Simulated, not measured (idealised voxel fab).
Title: Process Module voxel transistor to metal
Displayed cross-section: cut, width of 175 nm, square cells sized 5 nm.
The cross-sections in this document take the form of a grid made of square cells. They are written out as bands, in order from top to bottom. Each band consists of one or more rows of cells. Per band: top height and bottom height in nm, followed by the left-to-right materials and their widths in nm; "everywhere" marks a single material spanning edge to edge, "empty" marks empty space. We count height from 0. Below that, the starting wafer is all one material. The lowest band never ends at the bottom but goes on down; see "0 down" for how that is written. The two numbers in a width such as "30..40" mark its ends across the band: the first belongs to the top row of cells, the second to the bottom row, and from each row to the next the width moves by the same amount. "nothing different" (step): cross-section cells unchanged, all of them. Heads up: "Listed closed voids" only lists the empty pockets with no open path to the top that are 8 cells or more, and it writes them as width x height at distance, distance from the left edge, in nm. Where a step's line continues beyond its settings, the continuation is a remark by the simulator itself on that step. overlay nm: right-of-plan distance of the mask on a masked step; negative values mean left-of-plan.
**So here's the lineup of process steps we planned**
1,RECEIVE: material Si
2,OXIDIZE: depth nm 5
3,CONFORMAL_DEP: material SiN, thk nm 10
4,DIRECTIONAL_DEP: material aC, thk nm 10
5,PATTERN: tone cover, mask id ACTIVE, material resist, width nm 105, thk nm 30, overlay nm 0
6,DIRECTIONAL_ETCH: etch materials aC, depth nm 10
7,STRIP: etch materials resist
8,DIRECTIONAL_ETCH: etch materials SiN, depth nm 10
9,DIRECTIONAL_ETCH: etch materials SiO2, depth nm 5
10,DIRECTIONAL_ETCH: etch materials Si, depth nm 25
11,STRIP: etch materials aC
12,FILL_DEP: material SiO2, thk nm 15
13,CMP: height nm 10
14,SELECTIVE_ETCH: etch materials SiO2, depth nm 5
15,STRIP: etch materials SiN
16,SELECTIVE_ETCH: etch materials SiO2, depth nm 5
17,OXIDIZE: depth nm 5
18,DIRECTIONAL_DEP: material polySi, thk nm 30
19,DIRECTIONAL_DEP: material SiCN, thk nm 15
20,PATTERN: tone cover, mask id GATE, material resist, width nm 15, thk nm 20, overlay nm 0
21,DIRECTIONAL_ETCH: etch materials SiCN, depth nm 25
22,DIRECTIONAL_ETCH: etch materials polySi, depth nm 40
23,STRIP: etch materials resist
24,CONFORMAL_DEP: material SiO2, thk nm 5
25,DIRECTIONAL_ETCH: etch materials SiO2, depth nm 5
26,CONFORMAL_DEP: material SiN, thk nm 10
27,DIRECTIONAL_ETCH: etch materials SiN, depth nm 10
28,DIRECTIONAL_ETCH: etch materials SiO2, depth nm 5
29,DIRECTIONAL_ETCH: etch materials Si, depth nm 15
30,EPI: material pSi, thk nm 20
31,FILL_DEP: material SiO2, thk nm 5
32,CMP: height nm 40
33,DIRECTIONAL_DEP: material SiO2, thk nm 15
34,PATTERN: tone open, mask id CONTACT, material resist, width nm 20, pitch nm 65, thk nm 20, overlay nm 0
35,DIRECTIONAL_ETCH: etch materials SiO2, depth nm 45
36,STRIP: etch materials resist
37,CONFORMAL_DEP: material TiN, thk nm 5
38,FILL_DEP: material Ru, thk nm 5
39,CMP: height nm 55
40,DIRECTIONAL_DEP: material TiN, thk nm 5
41,DIRECTIONAL_DEP: material Ru, thk nm 25
42,PATTERN: tone cover, mask id METAL_1, material resist, width nm 20, pitch nm 65, thk nm 20, overlay nm 0
43,DIRECTIONAL_ETCH: etch materials Ru, depth nm 25
44,DIRECTIONAL_ETCH: etch materials TiN, depth nm 5
45,STRIP: etch materials resist
46,FILL_DEP: material SiO2, thk nm 5
47,CMP: height nm 85
48,CONFORMAL_DEP: material SiN, thk nm 5
**Wafer cross-section on receipt, i.e. after step 1**
	0 down = Si everywhere
	Listed closed voids: none
**End-of-module cross-section. Starting structure and process plan as above; one mistake made in running it**
	90 to 85 = SiN everywhere
	85 to 60 = SiO2 45 / Ru 20 / SiO2 45 / Ru 20 / SiO2 45
	60 to 55 = SiO2 45 / TiN 20 / SiO2 45 / TiN 20 / SiO2 45
	55 to 40 = SiO2 45 / TiN 5 / Ru 10 / TiN 5 / SiO2 45 / TiN 5 / Ru 10 / TiN 5 / SiO2 45
	40 to 30 = SiO2 45 / TiN 5 / Ru 10 / TiN 5 / SiN 10 / SiO2 5 / SiCN 15 / SiO2 5 / SiN 10 / TiN 5 / Ru 10 / TiN 5 / SiO2 45
	30 to 25 = SiO2 45 / TiN 20 / SiN 10 / SiO2 5 / SiCN 15 / SiO2 5 / SiN 10 / TiN 20 / SiO2 45
	25 to 10 = SiO2 65 / SiN 10 / SiO2 5 / polySi 15 / SiO2 5 / SiN 10 / SiO2 65
	10 to 0 = SiO2 35 / pSi 30 / SiN 10 / SiO2 5 / polySi 15 / SiO2 5 / SiN 10 / pSi 30 / SiO2 35
	0 to -5 = SiO2 35 / SiN 10 / pSi 20 / SiN 10 / SiO2 5 / polySi 15 / SiO2 5 / SiN 10 / pSi 20 / SiN 10 / SiO2 35
	-5 to -10 = SiO2 45 / pSi 20 / SiO2 45 / pSi 20 / SiO2 45
	-10 to -25 = SiO2 35 / Si 10 / pSi 20 / Si 45 / pSi 20 / Si 10 / SiO2 35
	-25 to -30 = SiO2 35 / Si 105 / SiO2 35
	-30 down = Si everywhere
	Listed closed voids: none
So what did we get wrong on this run? step 33 of the plan was executed twice over
